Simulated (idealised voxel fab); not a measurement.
Process module, titled voxel plated lines
Cross-section cut: width 245 nm, square cells of 5 nm.
Think of the cross-section as a grid of square cells. We describe it in bands, top to bottom, and each band covers one or more rows of those cells. Heads up on the band format: heights come first, top then bottom, in nm. After that it's the materials left to right, each with its width in nm. A single material flagged "throughout" fills the whole band edge to edge, and "air" means there's empty space there. Counting heights begins at 0, where everything beneath is, in the wafer as received, one material. The lowest band has no bottom; it goes on downwards, as "top 0, no bottom" shows. The notation "30..40" denotes a width that varies across the rows of cells in the band, beginning at the first number in the top row, finishing at the second number in the bottom row, and changing by an identical amount from each row to the next. "changes: none" -> step changed no cross-section cell. What "Closed void table" gives you is every empty space of 8 cells or more that is cut off from the top. Each appears as width x height at distance, with the distance taken from the left edge and width, height and distance all in nm. Where a step's line continues beyond its settings, the continuation is a remark by the simulator itself on that step. A step line may carry the setting "overlay nm", which, for steps involving a mask, states the distance by which the mask lay to the right of its intended position; negative values denote displacement to the left.

# The process steps that were planned are listed below
step 1: RECEIVE (material Si)
step 2: CONFORMAL_DEP (material SiN; thk nm 15)
step 3: DIRECTIONAL_DEP (material TiN; thk nm 5)
step 4: PATTERN (tone open; mask id LINES; material resist; width nm 20; pitch nm 45; thk nm 15; overlay nm 0)
step 5: EPI (material Ru; thk nm 10)
step 6: STRIP (etch materials resist)
step 7: DIRECTIONAL_ETCH (etch materials TiN; depth nm 5)
step 8: CONFORMAL_DEP (material SiO2; thk nm 5)

# Below: the first of two wafers, run as planned

# Incoming wafer in cross-section (state: after step 1)
	top 0, no bottom: Si throughout
	Closed void table: none

# The wafer, seen in cross-section, after step 2
	top 15, bottom 0: SiN throughout
	Unchanged below 0.

# The wafer, seen in cross-section, after step 3
	top 20, bottom 15: TiN throughout
	Unchanged below 15.

# The wafer, seen in cross-section, after step 4
	top 35, bottom 20: resist: 45  air: 20  resist: 25  air: 20  resist: 25  air: 20  resist: 25  air: 20  resist: 45
	Unchanged below 20.

# The wafer, seen in cross-section, after step 5
	top 35, bottom 30: resist: 45  air: 20  resist: 25  air: 20  resist: 25  air: 20  resist: 25  air: 20  resist: 45
	top 30, bottom 20: resist: 45  Ru: 20  resist: 25  Ru: 20  resist: 25  Ru: 20  resist: 25  Ru: 20  resist: 45
	Unchanged below 20.

# The wafer, seen in cross-section, after step 6
	top 30, bottom 20: air: 45  Ru: 20  air: 25  Ru: 20  air: 25  Ru: 20  air: 25  Ru: 20  air: 45
	Unchanged below 20.

# The wafer, seen in cross-section, after step 7
	top 30, bottom 20: air: 45  Ru: 20  air: 25  Ru: 20  air: 25  Ru: 20  air: 25  Ru: 20  air: 45
	top 20, bottom 15: air: 45  TiN: 20  air: 25  TiN: 20  air: 25  TiN: 20  air: 25  TiN: 20  air: 45
	Unchanged below 15.

# The wafer, seen in cross-section, after step 8
	top 35, bottom 30: air: 40  SiO2: 30  air: 15  SiO2: 30  air: 15  SiO2: 30  air: 15  SiO2: 30  air: 40
	top 30, bottom 20: air: 40  SiO2: 5  Ru: 20  SiO2: 5  air: 15  SiO2: 5  Ru: 20  SiO2: 5  air: 15  SiO2: 5  Ru: 20  SiO2: 5  air: 15  SiO2: 5  Ru: 20  SiO2: 5  air: 40
	top 20, bottom 15: SiO2: 45  TiN: 20  SiO2: 25  TiN: 20  SiO2: 25  TiN: 20  SiO2: 25  TiN: 20  SiO2: 45
	Unchanged below 15.

# The second wafer was prepared from the same starting point and under the same plan as the first; its processing contained one mistake, and it remains indistinguishable from the first wafer up to and including step 3

# Cross-section of the second wafer at the time step 4 of the plan should have ended
	top 35, bottom 20: resist: 40  air: 20  resist: 25  air: 20  resist: 25  air: 20  resist: 25  air: 20  resist: 50
	Unchanged below 20.

# Cross-section of the second wafer at the time step 5 of the plan should have ended
	top 35, bottom 30: resist: 40  air: 20  resist: 25  air: 20  resist: 25  air: 20  resist: 25  air: 20  resist: 50
	top 30, bottom 20: resist: 40  Ru: 20  resist: 25  Ru: 20  resist: 25  Ru: 20  resist: 25  Ru: 20  resist: 50
	Unchanged below 20.

# Cross-section of the second wafer at the time step 6 of the plan should have ended
	top 30, bottom 20: air: 40  Ru: 20  air: 25  Ru: 20  air: 25  Ru: 20  air: 25  Ru: 20  air: 50
	Unchanged below 20.

# Cross-section of the second wafer at the time step 7 of the plan should have ended
	top 30, bottom 20: air: 40  Ru: 20  air: 25  Ru: 20  air: 25  Ru: 20  air: 25  Ru: 20  air: 50
	top 20, bottom 15: air: 40  TiN: 20  air: 25  TiN: 20  air: 25  TiN: 20  air: 25  TiN: 20  air: 50
	Unchanged below 15.

# Cross-section of the second wafer at the time step 8 of the plan should have ended
	top 35, bottom 30: air: 35  SiO2: 30  air: 15  SiO2: 30  air: 15  SiO2: 30  air: 15  SiO2: 30  air: 45
	top 30, bottom 20: air: 35  SiO2: 5  Ru: 20  SiO2: 5  air: 15  SiO2: 5  Ru: 20  SiO2: 5  air: 15  SiO2: 5  Ru: 20  SiO2: 5  air: 15  SiO2: 5  Ru: 20  SiO2: 5  air: 45
	top 20, bottom 15: SiO2: 40  TiN: 20  SiO2: 25  TiN: 20  SiO2: 25  TiN: 20  SiO2: 25  TiN: 20  SiO2: 50
	Unchanged below 15.
Error vs. plan: step 4 was processed under conditions differing from the plan, specifically as PATTERN (tone open; mask id LINES; material resist; width nm 20; pitch nm 45; thk nm 15; overlay nm -5)
If you tally the cells, the second wafer ends up with the same amount of every material as the first; it's all just sitting in different places.
